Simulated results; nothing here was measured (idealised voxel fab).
process module | voxel transistor to metal
cross-section cut | 215 nm wide | cells 5 nm
A cross-section is a grid of square cells, given in bands from the top down. A band is one or more rows of cells.
Each band's line starts with the height of the band's top and of its bottom, in nm. Then come its materials from left to right, each with its width in nm. One material with "throughout" fills the band from edge to edge. "air" is empty space.
Height 0 is the level under which the wafer as received is all one material. The lowest band goes on downwards, as in "0 down".
A width such as "30 to 40" changes by the same amount from each row of cells to the next, from the band's top row to its bottom row.
"no change" after a step means that no cell of the cross-section changed.
closed voids: empty space of 8 cells or more with no open way to the top, each as width x height at its distance from the left edge, in nm
after a step's settings: what the simulator itself notes on the step
overlay nm, on a step with a mask: how far to the right of its planned place the mask lay; to the left if negative
plan
1 op RECEIVE | material Si
2 op CONFORMAL_DEP | material SiO2 | thk nm 5
3 op CONFORMAL_DEP | material SiN | thk nm 15
4 op PATTERN | tone cover | mask id ACTIVE | material resist | width nm 110 | thk nm 15 | overlay nm 0
5 op DIRECTIONAL_ETCH | etch materials SiN | depth nm 15
6 op DIRECTIONAL_ETCH | etch materials SiO2 | depth nm 5
7 op DIRECTIONAL_ETCH | etch materials Si | depth nm 20
8 op STRIP | etch materials resist
9 op OXIDIZE | depth nm 5
10 op FILL_DEP | material SiO2 | thk nm 15
11 op CMP | height nm 20
12 op SELECTIVE_ETCH | etch materials SiO2 | depth nm 10
13 op STRIP | etch materials SiN
14 op SELECTIVE_ETCH | etch materials SiO2 | depth nm 5
15 op OXIDIZE | depth nm 5
16 op DIRECTIONAL_DEP | material polySi | thk nm 25
17 op DIRECTIONAL_DEP | material SiCN | thk nm 10
18 op MASKED_ETCH | tone cover | mask id GATE | width nm 20 | etch materials SiCN | depth nm 20 | overlay nm 0
19 op MASKED_ETCH | tone cover | mask id GATE | width nm 20 | etch materials polySi | depth nm 35 | overlay nm 0
20 op CONFORMAL_DEP | material SiO2 | thk nm 5
21 op DIRECTIONAL_ETCH | etch materials SiO2 | depth nm 5
22 op CONFORMAL_DEP | material SiN | thk nm 5
23 op DIRECTIONAL_ETCH | etch materials SiN | depth nm 5
24 op DIRECTIONAL_ETCH | etch materials SiO2 | depth nm 5
25 op DIRECTIONAL_ETCH | etch materials Si | depth nm 10
26 op EPI | material SiGe | thk nm 15
27 op FILL_DEP | material SiO2 | thk nm 5
28 op CMP | height nm 35
29 op DIRECTIONAL_DEP | material SiO2 | thk nm 15
30 op DIRECTIONAL_DEP | material aC | thk nm 10
31 op PATTERN | tone open | mask id CONTACT | material resist | width nm 20 | pitch nm 70 | thk nm 30 | overlay nm 0
32 op DIRECTIONAL_ETCH | etch materials aC | depth nm 10
33 op STRIP | etch materials resist
34 op DIRECTIONAL_ETCH | etch materials SiO2 | depth nm 50
35 op STRIP | etch materials aC
36 op CONFORMAL_DEP | material TiN | thk nm 5
37 op FILL_DEP | material W | thk nm 10
38 op CMP | height nm 50
39 op DIRECTIONAL_DEP | material TiN | thk nm 5
40 op DIRECTIONAL_DEP | material Ru | thk nm 25
41 op DIRECTIONAL_DEP | material aC | thk nm 15
42 op PATTERN | tone cover | mask id METAL_1 | material resist | width nm 20 | pitch nm 70 | thk nm 35 | overlay nm 0
43 op DIRECTIONAL_ETCH | etch materials aC | depth nm 15
44 op STRIP | etch materials resist
45 op DIRECTIONAL_ETCH | etch materials Ru | depth nm 25
46 op DIRECTIONAL_ETCH | etch materials TiN | depth nm 5
47 op STRIP | etch materials aC
48 op FILL_DEP | material lowk | thk nm 10
49 op CMP | height nm 80
50 op CONFORMAL_DEP | material SiCN | thk nm 5
as received, after step 1
  0 down: Si throughout
  closed voids: none
a wafer at the end: this start, this plan, one mistake
  85 to 80: SiCN throughout
  80 to 55: lowk 65 | Ru 15 | lowk 55 | Ru 15 | lowk 65
  55 to 50: lowk 65 | TiN 15 | lowk 55 | TiN 15 | lowk 65
  50 to 35: SiO2 60 | TiN 5 | W 10 | TiN 5 | SiO2 50 | TiN 5 | W 10 | TiN 5 | SiO2 65
  35 to 25: SiO2 60 | TiN 5 | W 10 | TiN 5 | SiO2 5 | SiN 5 | SiO2 5 | SiCN 20 | SiO2 5 | SiN 5 | SiO2 5 | TiN 5 | W 10 | TiN 5 | SiO2 65
  25 to 15: SiO2 60 | TiN 5 | W 10 | TiN 5 | SiO2 5 | SiN 5 | SiO2 5 | polySi 20 | SiO2 5 | SiN 5 | SiO2 5 | TiN 5 | W 10 | TiN 5 | SiO2 65
  15 to 10: SiO2 60 | TiN 20 | SiO2 5 | SiN 5 | SiO2 5 | polySi 20 | SiO2 5 | SiN 5 | SiO2 5 | TiN 20 | SiO2 65
  10 to 5: SiO2 60 | TiN 10 | SiGe 15 | SiN 5 | SiO2 5 | polySi 20 | SiO2 5 | SiN 5 | SiGe 15 | TiN 10 | SiO2 65
  5 to 0: SiO2 50 | SiN 5 | SiO2 5 | TiN 10 | SiGe 15 | SiN 5 | SiO2 5 | polySi 20 | SiO2 5 | SiN 5 | SiGe 15 | TiN 10 | SiO2 5 | SiN 5 | SiO2 55
  0 to -5: SiO2 55 | SiGe 30 | SiO2 40 | SiGe 30 | SiO2 60
  -5 to -15: SiO2 55 | SiGe 30 | Si 40 | SiGe 30 | SiO2 60
  -15 to -25: SiO2 55 | Si 100 | SiO2 60
  -25 down: Si throughout
  closed voids: none
what went wrong: step 42 ran as: op PATTERN | tone cover | mask id METAL_1 | material resist | width nm 15 | pitch nm 70 | thk nm 35 | overlay nm 0
